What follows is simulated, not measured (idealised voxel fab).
Herein follows the process module entitled voxel transistor to metal.
Each square cell in cross-section cut measures 5 nm, and the section as a whole is 195 nm wide.
Just so we're on the same page, the cross-sections are grids of square cells, and they're listed out in bands top to bottom, each band one or more rows deep. Basically the band line says how high the top is and how high the bottom is, in nm, and then what's in it from left to right, every material with its width in nm. Empty space shows up as "empty", and if a single material carries "everywhere" it runs the full band edge to edge. A quick word on heights: they are counted from 0, and under that level the wafer as it came to us is one material throughout. The lowest band is different from the rest in having no bottom; it simply continues downward, written as in "0 and below". When a width is written as two numbers, as in "30..40", the first number is the width in the top row of cells of the band and the second is the width in its bottom row, and the width changes by the same amount from each row to the next. Take "nothing changed" at face value: in the step it is given for, the cross-section changed in none of its cells. "Voids, sealed": sealed empty spaces, 8 cells or more, no open way to top, listed width x height at distance, with distance from the left edge and width, height and distance in nm. Note: text after step settings on the step line = simulator remark on that step. Steps that use a mask can have "overlay nm" on their line. It says how far the mask sat to the right of where it was meant to be. Negative means to the left.

Listed below are the process steps as planned
1. RECEIVE: material Si
2. OXIDIZE: depth nm 5
3. CONFORMAL_DEP: material SiN, thk nm 15
4. MASKED_ETCH: tone cover, mask id ACTIVE, width nm 105, etch materials SiN, depth nm 15, overlay nm 0
5. MASKED_ETCH: tone cover, mask id ACTIVE, width nm 105, etch materials SiO2, depth nm 5, overlay nm 0
6. MASKED_ETCH: tone cover, mask id ACTIVE, width nm 105, etch materials Si, depth nm 20, overlay nm 0
7. FILL_DEP: material SiO2, thk nm 5
8. CMP: height nm 15
9. SELECTIVE_ETCH: etch materials SiO2, depth nm 5
10. STRIP: etch materials SiN
11. SELECTIVE_ETCH: etch materials SiO2, depth nm 5
12. OXIDIZE: depth nm 5
13. DIRECTIONAL_DEP: material polySi, thk nm 25
14. DIRECTIONAL_DEP: material SiCN, thk nm 10
15. DIRECTIONAL_DEP: material aC, thk nm 15
16. PATTERN: tone cover, mask id GATE, material resist, width nm 35, thk nm 30, overlay nm 0
17. DIRECTIONAL_ETCH: etch materials aC, depth nm 15
18. STRIP: etch materials resist
19. DIRECTIONAL_ETCH: etch materials SiCN, depth nm 20
20. DIRECTIONAL_ETCH: etch materials polySi, depth nm 35
21. STRIP: etch materials aC
22. CONFORMAL_DEP: material SiN, thk nm 5
23. DIRECTIONAL_ETCH: etch materials SiN, depth nm 5
24. DIRECTIONAL_ETCH: etch materials SiO2, depth nm 5
25. DIRECTIONAL_ETCH: etch materials Si, depth nm 5
26. EPI: material pSi, thk nm 5
27. FILL_DEP: material SiO2, thk nm 5
28. CMP: height nm 20
29. STRIP: etch materials polySi
30. SELECTIVE_ETCH: etch materials SiO2, depth nm 5
31. CONFORMAL_DEP: material HfO2, thk nm 5
32. CONFORMAL_DEP: material TiN, thk nm 5
33. FILL_DEP: material W, thk nm 5
34. CMP: height nm 15
35. DIRECTIONAL_DEP: material SiO2, thk nm 10
36. PATTERN: tone open, mask id CONTACT, material resist, width nm 15, pitch nm 80, thk nm 20, overlay nm 0
37. DIRECTIONAL_ETCH: etch materials SiO2, depth nm 35
38. STRIP: etch materials resist
39. CONFORMAL_DEP: material TiN, thk nm 5
40. FILL_DEP: material Ru, thk nm 10
41. CMP: height nm 25
42. DIRECTIONAL_DEP: material TiN, thk nm 5
43. DIRECTIONAL_DEP: material Ru, thk nm 25
44. MASKED_ETCH: tone cover, mask id METAL_1, width nm 15, pitch nm 80, etch materials Ru, depth nm 25, overlay nm 0
45. MASKED_ETCH: tone cover, mask id METAL_1, width nm 15, pitch nm 80, etch materials TiN, depth nm 5, overlay nm 0
46. FILL_DEP: material SiO2, thk nm 5
47. CMP: height nm 55
48. CONFORMAL_DEP: material SiN, thk nm 5
Keep in mind the plan's value for the width nm of step 45 comes from the first wafer; the wafers don't share that setting, but they do share the same starting point.

Here's the first of the wafers in cross-section, just as we got it, i.e. after step 1
    0 and below  Si everywhere
    Voids, sealed: none

Post step 48, the closing step of the module: first of several wafers, cross-sectioned
    60 down to 55  SiN everywhere
    55 down to 30  SiO2 (50) | Ru (15) | SiO2 (65) | Ru (15) | SiO2 (50)
    30 down to 25  SiO2 (50) | TiN (15) | SiO2 (65) | TiN (15) | SiO2 (50)
    25 down to 15  SiO2 (50) | TiN (5) | Ru (5) | TiN (5) | SiO2 (65) | TiN (5) | Ru (5) | TiN (5) | SiO2 (50)
    15 down to 5  SiO2 (50) | TiN (5) | Ru (5) | TiN (5) | SiO2 (10) | SiN (5) | HfO2 (5) | TiN (5) | W (15) | TiN (5) | HfO2 (5) | SiN (5) | SiO2 (10) | TiN (5) | Ru (5) | TiN (5) | SiO2 (50)
    5 down to 0  SiO2 (40) | SiN (5) | SiO2 (5) | TiN (5) | Ru (5) | TiN (5) | SiO2 (10) | SiN (5) | HfO2 (5) | TiN (5) | W (15) | TiN (5) | HfO2 (5) | SiN (5) | SiO2 (10) | TiN (5) | Ru (5) | TiN (5) | SiO2 (5) | SiN (5) | SiO2 (40)
    0 down to -5  SiO2 (40) | SiN (5) | SiO2 (5) | TiN (5) | Ru (5) | TiN (5) | SiO2 (10) | SiN (5) | HfO2 (5) | TiN (25) | HfO2 (5) | SiN (5) | SiO2 (10) | TiN (5) | Ru (5) | TiN (5) | SiO2 (5) | SiN (5) | SiO2 (40)
    -5 down to -10  SiO2 (50) | TiN (15) | SiO2 (5) | pSi (5) | HfO2 (45) | pSi (5) | SiO2 (5) | TiN (15) | SiO2 (50)
    -10 down to -15  SiO2 (45) | pSi (30) | Si (45) | pSi (30) | SiO2 (45)
    -15 down to -25  SiO2 (45) | Si (105) | SiO2 (45)
    -25 and below  Si everywhere
    Voids, sealed: none

Sectional view of the last wafer upon completion of the module
    60 down to 55  SiN everywhere
    55 down to 30  SiO2 (50) | Ru (15) | SiO2 (65) | Ru (15) | SiO2 (50)
    30 down to 25  SiO2 (45) | TiN (30) | SiO2 (50) | TiN (30) | SiO2 (40)
    25 down to 15  SiO2 (50) | TiN (5) | Ru (5) | TiN (5) | SiO2 (65) | TiN (5) | Ru (5) | TiN (5) | SiO2 (50)
    15 down to 5  SiO2 (50) | TiN (5) | Ru (5) | TiN (5) | SiO2 (10) | SiN (5) | HfO2 (5) | TiN (5) | W (15) | TiN (5) | HfO2 (5) | SiN (5) | SiO2 (10) | TiN (5) | Ru (5) | TiN (5) | SiO2 (50)
    5 down to 0  SiO2 (40) | SiN (5) | SiO2 (5) | TiN (5) | Ru (5) | TiN (5) | SiO2 (10) | SiN (5) | HfO2 (5) | TiN (5) | W (15) | TiN (5) | HfO2 (5) | SiN (5) | SiO2 (10) | TiN (5) | Ru (5) | TiN (5) | SiO2 (5) | SiN (5) | SiO2 (40)
    0 down to -5  SiO2 (40) | SiN (5) | SiO2 (5) | TiN (5) | Ru (5) | TiN (5) | SiO2 (10) | SiN (5) | HfO2 (5) | TiN (25) | HfO2 (5) | SiN (5) | SiO2 (10) | TiN (5) | Ru (5) | TiN (5) | SiO2 (5) | SiN (5) | SiO2 (40)
    -5 down to -10  SiO2 (50) | TiN (15) | SiO2 (5) | pSi (5) | HfO2 (45) | pSi (5) | SiO2 (5) | TiN (15) | SiO2 (50)
    -10 down to -15  SiO2 (45) | pSi (30) | Si (45) | pSi (30) | SiO2 (45)
    -15 down to -25  SiO2 (45) | Si (105) | SiO2 (45)
    -25 and below  Si everywhere
    Voids, sealed: none

Each row below is a wafer at the end of the module, listing for every material the number of cells it has gained (+) or lost (-) since it was received, followed by its closed voids
width nm 15 | +17 HfO2 | +42 Ru | -144 Si | +51 SiN | +432 SiO2 | +47 TiN | +9 W | +14 pSi | Voids, sealed: none
width nm 20 | +17 HfO2 | +42 Ru | -144 Si | +51 SiN | +430 SiO2 | +49 TiN | +9 W | +14 pSi | Voids, sealed: none
width nm 25 | +17 HfO2 | +42 Ru | -144 Si | +51 SiN | +428 SiO2 | +51 TiN | +9 W | +14 pSi | Voids, sealed: none
width nm 30 | +17 HfO2 | +42 Ru | -144 Si | +51 SiN | +426 SiO2 | +53 TiN | +9 W | +14 pSi | Voids, sealed: none
